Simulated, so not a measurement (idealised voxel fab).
Process module in this document: voxel wiring stack
In the cross-section labelled cut, the width is 295 nm and each square cell is 5 nm.
A cross-section in this document is a grid of square cells, and it is written down as bands, the top band listed before the ones below it; a band is made up of one or more rows of cells.
Within each band entry, the heights of the top and of the bottom of the band appear first, in that order and in nm; the materials of the band then follow from left to right, each with its corresponding width in nm. The designation "everywhere" on a single material indicates that it fills the band from edge to edge; the designation "air" indicates empty space.
Beneath 0, the wafer as received is one material, and that level is where height counting begins. The lowest band goes on downward without a bottom; it is written like "0..down".
A width given as "30..40" starts at the first number in the band's top row and ends at the second number in its bottom row, shifting by an equal amount at every step from row to row.
Where the words "nothing different" appear for a step, the cross-section shows no cell changed by that step; every cell remained as before.
Sealed void listing: empty space of 8 cells or more with no open way to the top, each as width x height at its distance from the left edge, in nm
It should be noted that, on the line of a given step, the content following the step's settings is a remark produced by the simulator itself with respect to that step.
If you see "overlay nm" on a step's line and that step has a mask, it's telling you how far right of where it was planned the mask ended up; a negative number means it went left instead.

## plan
| 1 | op RECEIVE | material Si |
| 2 | op CONFORMAL_DEP | material SiO2 | thk nm 10 |
| 3 | op DIRECTIONAL_DEP | material TiN | thk nm 5 |
| 4 | op DIRECTIONAL_DEP | material Ru | thk nm 15 |
| 5 | op PATTERN | tone cover | mask id METAL_1 | material resist | width nm 30 | pitch nm 60 | thk nm 20 | overlay nm 0 |
| 6 | op DIRECTIONAL_ETCH | etch materials Ru | depth nm 15 |
| 7 | op DIRECTIONAL_ETCH | etch materials TiN | depth nm 5 |
| 8 | op STRIP | etch materials resist |
| 9 | op FILL_DEP | material SiO2 | thk nm 5 |
| 10 | op CMP | height nm 30 |
| 11 | op CONFORMAL_DEP | material SiCN | thk nm 5 |
| 12 | op DIRECTIONAL_DEP | material SiO2 | thk nm 20 |
| 13 | op MASKED_ETCH | tone open | mask id PLUG_1 | width nm 15 | pitch nm 120 | etch materials SiO2 | depth nm 20 | overlay nm 0 |
| 14 | op MASKED_ETCH | tone open | mask id PLUG_1 | width nm 15 | pitch nm 120 | etch materials SiCN | depth nm 5 | overlay nm 0 |
| 15 | op EPI | material Ru | thk nm 10 |
| 16 | op EPI | material Ru | thk nm 10 |
| 17 | op EPI | material Ru | thk nm 5 |
| 18 | op DIRECTIONAL_DEP | material TiN | thk nm 5 |
| 19 | op DIRECTIONAL_DEP | material Ru | thk nm 25 |
| 20 | op MASKED_ETCH | tone cover | mask id METAL_2 | width nm 30 | pitch nm 60 | etch materials Ru | depth nm 25 | overlay nm 0 |
| 21 | op MASKED_ETCH | tone cover | mask id METAL_2 | width nm 30 | pitch nm 60 | etch materials TiN | depth nm 5 | overlay nm 0 |
| 22 | op CONFORMAL_DEP | material SiCN | thk nm 5 |
| 23 | op FILL_DEP | material SiO2 | thk nm 5 |
| 24 | op CMP | height nm 85 |
| 25 | op CONFORMAL_DEP | material SiCN | thk nm 5 |

## So this is the incoming wafer in cross-section - it's already been through step 1
  0..down  Si everywhere
  Sealed void listing: none

## Run as planned - first of the two wafers cross-sectioned at the end of the module
  90..85  SiCN everywhere
  85..60  SiO2 35 nm / SiCN 5 nm / Ru 30 nm / SiCN 5 nm / SiO2 20 nm / SiCN 5 nm / Ru 30 nm / SiCN 5 nm / SiO2 20 nm / SiCN 5 nm / Ru 30 nm / SiCN 5 nm / SiO2 20 nm / SiCN 5 nm / Ru 30 nm / SiCN 5 nm / SiO2 40 nm
  60..55  SiCN 40 nm / TiN 30 nm / SiCN 30 nm / TiN 30 nm / SiCN 30 nm / TiN 30 nm / SiCN 30 nm / TiN 30 nm / SiCN 45 nm
  55..35  SiO2 40 nm / Ru 15 nm / SiO2 105 nm / Ru 15 nm / SiO2 120 nm
  35..30  SiCN 40 nm / Ru 15 nm / SiCN 105 nm / Ru 15 nm / SiCN 120 nm
  30..15  SiO2 40 nm / Ru 30 nm / SiO2 30 nm / Ru 30 nm / SiO2 30 nm / Ru 30 nm / SiO2 30 nm / Ru 30 nm / SiO2 45 nm
  15..10  SiO2 40 nm / TiN 30 nm / SiO2 30 nm / TiN 30 nm / SiO2 30 nm / TiN 30 nm / SiO2 30 nm / TiN 30 nm / SiO2 45 nm
  10..0  SiO2 everywhere
  0..down  Si everywhere
  Sealed void listing: none

## Wafer two (of two), end-of-module cross-section: start = wafer one, plan = wafer one, one run mistake
  90..85  SiCN everywhere
  85..60  SiO2 35 nm / SiCN 5 nm / Ru 30 nm / SiCN 5 nm / SiO2 20 nm / SiCN 5 nm / Ru 30 nm / SiCN 5 nm / SiO2 20 nm / SiCN 5 nm / Ru 30 nm / SiCN 5 nm / SiO2 20 nm / SiCN 5 nm / Ru 30 nm / SiCN 5 nm / SiO2 40 nm
  60..55  SiCN 40 nm / TiN 30 nm / SiCN 30 nm / TiN 30 nm / SiCN 30 nm / TiN 30 nm / SiCN 30 nm / TiN 30 nm / SiCN 45 nm
  55..35  SiO2 40 nm / Ru 15 nm / SiO2 105 nm / Ru 15 nm / SiO2 120 nm
  35..30  SiCN 40 nm / Ru 15 nm / SiCN 105 nm / Ru 15 nm / SiCN 120 nm
  30..15  SiO2 40 nm / Ru 35 nm / SiO2 25 nm / Ru 35 nm / SiO2 25 nm / Ru 35 nm / SiO2 25 nm / Ru 35 nm / SiO2 40 nm
  15..10  SiO2 40 nm / TiN 35 nm / SiO2 25 nm / TiN 35 nm / SiO2 25 nm / TiN 35 nm / SiO2 25 nm / TiN 35 nm / SiO2 40 nm
  10..0  SiO2 everywhere
  0..down  Si everywhere
  Sealed void listing: none
Short version of what went wrong: step 5 off recipe, ran as op PATTERN | tone cover | mask id METAL_1 | material resist | width nm 35 | pitch nm 60 | thk nm 20 | overlay nm 0
The closing comparison, in cells, has the second wafer with more or fewer of some materials than the first: Ru: 12 more; SiO2: 16 fewer; TiN: 4 more
